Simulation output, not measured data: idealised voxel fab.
Process module under the name voxel gate over fins
In the cross-section labelled cut, the width is 245 nm and each square cell is 5 nm.
Reading order for cross-sections: top band down to bottom band. Underlying form: a grid of square cells. Band size: one or more rows of cells. Within each band entry, the heights of the top and of the bottom of the band appear first, in that order and in nm; the materials of the band then follow from left to right, each with its corresponding width in nm. The designation "all across" on a single material indicates that it fills the band from edge to edge; the designation "air" indicates empty space. Note: height 0 marks the level under which the wafer is uniformly one material as received. Lowest band unbounded below, written "from 0 down". Think of "30 to 40" as a width that walks from the first number to the second as you go down the band, top row to bottom row, taking equal-sized steps from row to row. "same as before" for a step: no cell of the cross-section changed in that step. This entry, "Trapped void list", enumerates those empty regions of no fewer than 8 cells that possess no open connection to the top. Each region is reported in the form width x height at distance, the distance being taken from the left edge, with all three quantities expressed in nm. On each step's line, the part that comes after the settings is the simulator's own comment on the step. overlay nm: on a step with a mask, how far right of its planned place the mask lay; negative means left.

Planned step list for the process:
1,RECEIVE,material Si
2,CONFORMAL_DEP,material SiN,thk nm 5
3,PATTERN,tone cover,mask id FINS,material resist,width nm 15,pitch nm 35,thk nm 15,overlay nm 0
4,DIRECTIONAL_ETCH,etch materials SiN,depth nm 5
5,DIRECTIONAL_ETCH,etch materials Si,depth nm 40
6,STRIP,etch materials resist
7,FILL_DEP,material SiO2,thk nm 10
8,CMP,height nm 5
9,SELECTIVE_ETCH,etch materials SiO2,depth nm 15
10,STRIP,etch materials SiN
11,CONFORMAL_DEP,material HfO2,thk nm 5
12,CONFORMAL_DEP,material TiN,thk nm 5
13,FILL_DEP,material W,thk nm 15
14,CMP,height nm 20
15,CONFORMAL_DEP,material SiCN,thk nm 5

Incoming wafer in cross-section (state: after step 1):
from 0 down | Si all across
Trapped void list: none

The first of two wafers, cross-sectioned at the end of the module, with the run proceeding as planned:
from 25 to 20 | SiCN all across
from 20 to 10 | W all across
from 10 to 5 | 50 nm W, 140 nm TiN, 55 nm W
from 5 to 0 | 50 nm W, 5 nm TiN, 25 nm HfO2, 10 nm TiN, 25 nm HfO2, 10 nm TiN, 25 nm HfO2, 10 nm TiN, 25 nm HfO2, 5 nm TiN, 55 nm W
from 0 to -5 | 55 nm TiN, 5 nm HfO2, 15 nm Si, 5 nm HfO2, 10 nm TiN, 5 nm HfO2, 15 nm Si, 5 nm HfO2, 10 nm TiN, 5 nm HfO2, 15 nm Si, 5 nm HfO2, 10 nm TiN, 5 nm HfO2, 15 nm Si, 5 nm HfO2, 60 nm TiN
from -5 to -10 | 60 nm HfO2, 15 nm Si, 20 nm HfO2, 15 nm Si, 20 nm HfO2, 15 nm Si, 20 nm HfO2, 15 nm Si, 65 nm HfO2
from -10 to -40 | 60 nm SiO2, 15 nm Si, 20 nm SiO2, 15 nm Si, 20 nm SiO2, 15 nm Si, 20 nm SiO2, 15 nm Si, 65 nm SiO2
from -40 down | Si all across
Trapped void list: none

Cross-sectional image of the second wafer of the two following completion of the module. Starting state and process plan were the same as for the first wafer; one execution error occurred:
from 25 to 20 | SiCN all across
from 20 to 10 | W all across
from 10 to 5 | 50 nm W, 140 nm TiN, 55 nm W
from 5 to 0 | 50 nm W, 5 nm TiN, 25 nm HfO2, 10 nm TiN, 25 nm HfO2, 10 nm TiN, 25 nm HfO2, 10 nm TiN, 25 nm HfO2, 5 nm TiN, 55 nm W
from 0 to -15 | 50 nm W, 5 nm TiN, 5 nm HfO2, 15 nm Si, 5 nm HfO2, 10 nm TiN, 5 nm HfO2, 15 nm Si, 5 nm HfO2, 10 nm TiN, 5 nm HfO2, 15 nm Si, 5 nm HfO2, 10 nm TiN, 5 nm HfO2, 15 nm Si, 5 nm HfO2, 5 nm TiN, 55 nm W
from -15 to -20 | 55 nm TiN, 5 nm HfO2, 15 nm Si, 5 nm HfO2, 10 nm TiN, 5 nm HfO2, 15 nm Si, 5 nm HfO2, 10 nm TiN, 5 nm HfO2, 15 nm Si, 5 nm HfO2, 10 nm TiN, 5 nm HfO2, 15 nm Si, 5 nm HfO2, 60 nm TiN
from -20 to -25 | 60 nm HfO2, 15 nm Si, 20 nm HfO2, 15 nm Si, 20 nm HfO2, 15 nm Si, 20 nm HfO2, 15 nm Si, 65 nm HfO2
from -25 to -40 | 60 nm SiO2, 15 nm Si, 20 nm SiO2, 15 nm Si, 20 nm SiO2, 15 nm Si, 20 nm SiO2, 15 nm Si, 65 nm SiO2
from -40 down | Si all across
Trapped void list: none
Want to know what went wrong? the plan had its step 9 run twice
Upon completion, the second wafer contains, in terms of cells, a greater or smaller amount of certain materials than the first wafer: 24 more of HfO2 | 111 fewer of SiO2 | 24 more of TiN | 63 more of W
